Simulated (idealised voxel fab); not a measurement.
voxel gate over fins: a process module
It is cross-section cut that appears here, measuring 170 nm in width, its square cells being 5 nm in size.
Cross-section layout: square cells on a grid; listed as bands, top to bottom; a band spans one or more cell rows. What a band's entry tells you: where the top is and where the bottom is, as heights in nm, and after that what lies inside, material by material from left to right, each with its width in nm. Empty space is written as the word "blank", and a single material marked with the word "everywhere" occupies the band from edge to edge. The level at which height equals 0 is the one under which the wafer, as it arrives, is entirely one material. No lower edge exists for the bottom band, which continues downward and is notated as in "0 and below". The expression "30 to 40" gives the width at the extremes of the band, the first number at its top row of cells and the second at its bottom row, with the width changing by equal amounts from each row to the next in between. It should be understood that the words "same as before", when stated for a given step, signify that the cross-section underwent no change in any of its cells during that step. Basically, "Listed closed voids" tells you about the enclosed voids: empty spaces with no open way to the top, 8 cells or bigger, each written width x height at distance, where distance is from the left edge, all in nm. Note: text after step settings on the step line = simulator remark on that step. overlay nm: mask right of planned place by this much (step with mask). Neg. = left.
[Process steps foreseen in the plan]
1,RECEIVE: material Si
2,CONFORMAL_DEP: material SiN, thk nm 5
3,MASKED_ETCH: tone cover, mask id FINS, width nm 15, pitch nm 60, etch materials SiN, depth nm 5, overlay nm 0
4,MASKED_ETCH: tone cover, mask id FINS, width nm 15, pitch nm 60, etch materials Si, depth nm 40, overlay nm 0
5,FILL_DEP: material SiO2, thk nm 10
6,CMP: height nm 5
7,DIRECTIONAL_DEP: material aC, thk nm 10
8,PATTERN: tone open, mask id RAIL, material resist, width nm 15, thk nm 25, overlay nm 0
9,DIRECTIONAL_ETCH: etch materials aC, depth nm 10
10,STRIP: etch materials resist
11,DIRECTIONAL_ETCH: etch materials SiO2, depth nm 40
12,STRIP: etch materials aC
13,CONFORMAL_DEP: material TiN, thk nm 5
14,FILL_DEP: material Ru, thk nm 5
15,CMP: height nm 5
16,SELECTIVE_ETCH: etch materials W Ru TiN, depth nm 20
17,FILL_DEP: material SiO2, thk nm 5
18,CMP: height nm 5
19,SELECTIVE_ETCH: etch materials SiO2, depth nm 15
20,STRIP: etch materials SiN
21,CONFORMAL_DEP: material HfO2, thk nm 5
22,CONFORMAL_DEP: material TiN, thk nm 5
23,FILL_DEP: material W, thk nm 15
24,CMP: height nm 20
25,CONFORMAL_DEP: material SiCN, thk nm 10
[Here's what the wafer looked like in cross-section when it arrived - that's after step 1]
  0 and below = Si everywhere
  Listed closed voids: none
[The module was run from the start shown above using the plan shown above, but one mistake was made doing it; the resulting wafer cross-section is below]
  30 down to 20 = SiCN everywhere
  20 down to 5 = W everywhere
  5 down to 0 = W: 40, TiN: 25, W: 35, TiN: 25, W: 45
  0 down to -5 = W: 40, TiN: 5, Si: 15, TiN: 5, W: 35, TiN: 5, Si: 15, TiN: 5, W: 45
  -5 down to -10 = TiN: 45, Si: 15, TiN: 45, Si: 15, TiN: 50
  -10 down to -15 = SiO2: 45, Si: 15, SiO2: 45, Si: 15, SiO2: 50
  -15 down to -30 = SiO2: 45, Si: 15, SiO2: 15, TiN: 5, Ru: 5, TiN: 5, SiO2: 15, Si: 15, SiO2: 50
  -30 down to -35 = SiO2: 45, Si: 15, SiO2: 15, TiN: 15, SiO2: 15, Si: 15, SiO2: 50
  -35 down to -40 = SiO2: 45, Si: 15, SiO2: 45, Si: 15, SiO2: 50
  -40 and below = Si everywhere
  Listed closed voids: none
What broke from the plan during processing? plan step 21 skipped
